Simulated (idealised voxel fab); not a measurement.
process module | voxel quadruple lines
cross-section cut | 205 nm wide | cells 5 nm
A cross-section is a grid of square cells, given in bands from the top down. A band is one or more rows of cells.
Each band's line starts with the height of the band's top and of its bottom, in nm. Then come its materials from left to right, each with its width in nm. One material with "throughout" fills the band from edge to edge. "air" is empty space.
Height 0 is the level under which the wafer as received is all one material. The lowest band goes on downwards, as in "0 down".
A width such as "30 to 40" changes by the same amount from each row of cells to the next, from the band's top row to its bottom row.
"no change" after a step means that no cell of the cross-section changed.
closed voids: empty space of 8 cells or more with no open way to the top, each as width x height at its distance from the left edge, in nm
after a step's settings: what the simulator itself notes on the step
overlay nm, on a step with a mask: how far to the right of its planned place the mask lay; to the left if negative
plan
1 op RECEIVE | material Si
2 op CONFORMAL_DEP | material SiO2 | thk nm 10
3 op DIRECTIONAL_DEP | material TiN | thk nm 15
4 op DIRECTIONAL_DEP | material polySi | thk nm 20
5 op DIRECTIONAL_DEP | material aC | thk nm 25
6 op PATTERN | tone cover | mask id MANDREL | material resist | width nm 20 | thk nm 30 | overlay nm 0
7 op DIRECTIONAL_ETCH | etch materials aC | depth nm 25
8 op STRIP | etch materials resist
9 op CONFORMAL_DEP | material SiO2 | thk nm 10
10 op DIRECTIONAL_ETCH | etch materials SiO2 | depth nm 10
11 op STRIP | etch materials aC
12 op DIRECTIONAL_ETCH | etch materials polySi | depth nm 20
13 op STRIP | etch materials SiO2
14 op CONFORMAL_DEP | material SiN | thk nm 5
15 op DIRECTIONAL_ETCH | etch materials SiN | depth nm 5
16 op STRIP | etch materials polySi
17 op DIRECTIONAL_ETCH | etch materials TiN | depth nm 15
18 op STRIP | etch materials SiN
first wafer, as planned
as received, after step 1
  0 down: Si throughout
  closed voids: none
after step 2
  10 to 0: SiO2 throughout
  below 0: unchanged
after step 3
  25 to 10: TiN throughout
  below 10: unchanged
after step 4
  45 to 25: polySi throughout
  below 25: unchanged
after step 5
  70 to 45: aC throughout
  below 45: unchanged
after step 6
  100 to 70: air 90 | resist 20 | air 95
  below 70: unchanged
after step 7
  75 to 70: air 90 | resist 20 | air 95
  70 to 45: air 90 | aC 20 | air 95
  below 45: unchanged
after step 8
  70 to 45: air 90 | aC 20 | air 95
  below 45: unchanged
after step 9
  80 to 70: air 80 | SiO2 40 | air 85
  70 to 55: air 80 | SiO2 10 | aC 20 | SiO2 10 | air 85
  55 to 45: SiO2 90 | aC 20 | SiO2 95
  below 45: unchanged
after step 10
  70 to 45: air 80 | SiO2 10 | aC 20 | SiO2 10 | air 85
  below 45: unchanged
after step 11
  70 to 45: air 80 | SiO2 10 | air 20 | SiO2 10 | air 85
  below 45: unchanged
after step 12
  70 to 45: air 80 | SiO2 10 | air 20 | SiO2 10 | air 85
  45 to 25: air 80 | polySi 10 | air 20 | polySi 10 | air 85
  below 25: unchanged
after step 13
  45 to 25: air 80 | polySi 10 | air 20 | polySi 10 | air 85
  below 25: unchanged
after step 14
  50 to 45: air 75 | SiN 20 | air 10 | SiN 20 | air 80
  45 to 30: air 75 | SiN 5 | polySi 10 | SiN 5 | air 10 | SiN 5 | polySi 10 | SiN 5 | air 80
  30 to 25: SiN 80 | polySi 10 | SiN 20 | polySi 10 | SiN 85
  below 25: unchanged
after step 15
  45 to 25: air 75 | SiN 5 | polySi 10 | SiN 5 | air 10 | SiN 5 | polySi 10 | SiN 5 | air 80
  below 25: unchanged
after step 16
  45 to 25: air 75 | SiN 5 | air 10 | SiN 5 | air 10 | SiN 5 | air 10 | SiN 5 | air 80
  below 25: unchanged
after step 17
  45 to 25: air 75 | SiN 5 | air 10 | SiN 5 | air 10 | SiN 5 | air 10 | SiN 5 | air 80
  25 to 10: air 75 | TiN 5 | air 10 | TiN 5 | air 10 | TiN 5 | air 10 | TiN 5 | air 80
  below 10: unchanged
after step 18
  25 to 10: air 75 | TiN 5 | air 10 | TiN 5 | air 10 | TiN 5 | air 10 | TiN 5 | air 80
  below 10: unchanged
second wafer: like start, like plan, one mistake. Through step 2 it matches the first wafer
when step 3 should have ended
  30 to 10: polySi throughout
  below 10: unchanged
when step 4 should have ended
  45 to 30: TiN throughout
  below 30: unchanged
when step 5 should have ended
  70 to 45: aC throughout
  below 45: unchanged
when step 6 should have ended
  100 to 70: air 90 | resist 20 | air 95
  below 70: unchanged
when step 7 should have ended
  75 to 70: air 90 | resist 20 | air 95
  70 to 45: air 90 | aC 20 | air 95
  below 45: unchanged
when step 8 should have ended
  70 to 45: air 90 | aC 20 | air 95
  below 45: unchanged
when step 9 should have ended
  80 to 70: air 80 | SiO2 40 | air 85
  70 to 55: air 80 | SiO2 10 | aC 20 | SiO2 10 | air 85
  55 to 45: SiO2 90 | aC 20 | SiO2 95
  below 45: unchanged
when step 10 should have ended
  70 to 45: air 80 | SiO2 10 | aC 20 | SiO2 10 | air 85
  below 45: unchanged
when step 11 should have ended
  70 to 45: air 80 | SiO2 10 | air 20 | SiO2 10 | air 85
  below 45: unchanged
when step 12 should have ended: no change
when step 13 should have ended
  45 to 30: TiN throughout
  below 30: unchanged
when step 14 should have ended
  50 to 45: SiN throughout
  below 45: unchanged
when step 15 should have ended
  45 to 30: TiN throughout
  below 30: unchanged
when step 16 should have ended: no change
when step 17 should have ended
  30 to 10: polySi throughout
  below 10: unchanged
when step 18 should have ended: no change
what went wrong: steps 3 and 4 were swapped
at the end the second wafer has, in cells: 12 fewer of TiN | 164 more of polySi
